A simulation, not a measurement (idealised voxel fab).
voxel spacer lines: a process module
Section shown: cut. Width: 150 nm. Cell size: 5 nm, square.
Reading order for cross-sections: top band down to bottom band. Underlying form: a grid of square cells. Band size: one or more rows of cells.
Per band: top height and bottom height in nm, followed by the left-to-right materials and their widths in nm; "full width" marks a single material spanning edge to edge, "blank" marks empty space.
A quick word on heights: they are counted from 0, and under that level the wafer as it came to us is one material throughout. The lowest band is different from the rest in having no bottom; it simply continues downward, written as in "0 nm and below".
Top row gets the first number, bottom row gets the second, and each row in between changes by the same step: that is how a band width like "30->40" works.
When a step is marked "remains unaltered", none of the cells in the cross-section changed during that step.
Each empty space that has no open way to the top and spans at least 8 cells appears under "Listed closed voids" as width x height at distance, the distance counted from the left edge, all in nm.
Heads up: the bit after the settings on a step's line is the simulator's remark on that step.
Among the settings permitted on a step's line is "overlay nm"; applied to a step with a mask, it specifies the extent to which the mask lay to the right of its planned position, whereas a negative figure signifies a position to the left.
-- The planned process steps are enumerated hereunder
| 1 | RECEIVE (material Si) |
| 2 | CONFORMAL_DEP (material Al2O3; thk nm 10) |
| 3 | DIRECTIONAL_DEP (material SiN; thk nm 10) |
| 4 | DIRECTIONAL_DEP (material polySi; thk nm 25) |
| 5 | PATTERN (tone cover; mask id MANDREL; material resist; width nm 15; pitch nm 60; thk nm 30; overlay nm 0) |
| 6 | DIRECTIONAL_ETCH (etch materials polySi; depth nm 25) |
| 7 | STRIP (etch materials resist) |
| 8 | CONFORMAL_DEP (material SiO2; thk nm 15) |
| 9 | DIRECTIONAL_ETCH (etch materials SiO2; depth nm 15) |
| 10 | STRIP (etch materials polySi) |
| 11 | DIRECTIONAL_ETCH (etch materials SiN; depth nm 10) |
| 12 | STRIP (etch materials SiO2) |
| 13 | FILL_DEP (material SiO2; thk nm 10) |
| 14 | CMP (height nm 20) |
The wafers are alike at the start. At step 5, their width nm differs. The plan lists the first wafer's value.
-- Cross-sectional view of the first of several wafers in the as-received condition, corresponding to the state following step 1
> 0 nm and below = Si full width
> Listed closed voids: none
-- Post step 14, the closing step of the module: first of several wafers, cross-sectioned
> 20 nm to 10 nm = 20 of SiO2 / 15 of SiN / 15 of SiO2 / 15 of SiN / 15 of SiO2 / 15 of SiN / 15 of SiO2 / 15 of SiN / 25 of SiO2
> 10 nm to 0 nm = Al2O3 full width
> 0 nm and below = Si full width
> Listed closed voids: none
-- Sectional view of the last wafer upon completion of the module
> 20 nm to 10 nm = 15 of SiO2 / 15 of SiN / 30 of SiO2 / 30 of SiN / 30 of SiO2 / 15 of SiN / 15 of SiO2
> 10 nm to 0 nm = Al2O3 full width
> 0 nm and below = Si full width
> Listed closed voids: none
-- each wafer at the end: cells of each material gained (+) or lost (-) since it was received, then its closed voids
width nm 15, +60 Al2O3, +24 SiN, +36 SiO2, Listed closed voids: none
width nm 20, +60 Al2O3, +24 SiN, +36 SiO2, Listed closed voids: none
width nm 25, +60 Al2O3, +24 SiN, +36 SiO2, Listed closed voids: none
width nm 30, +60 Al2O3, +24 SiN, +36 SiO2, Listed closed voids: none
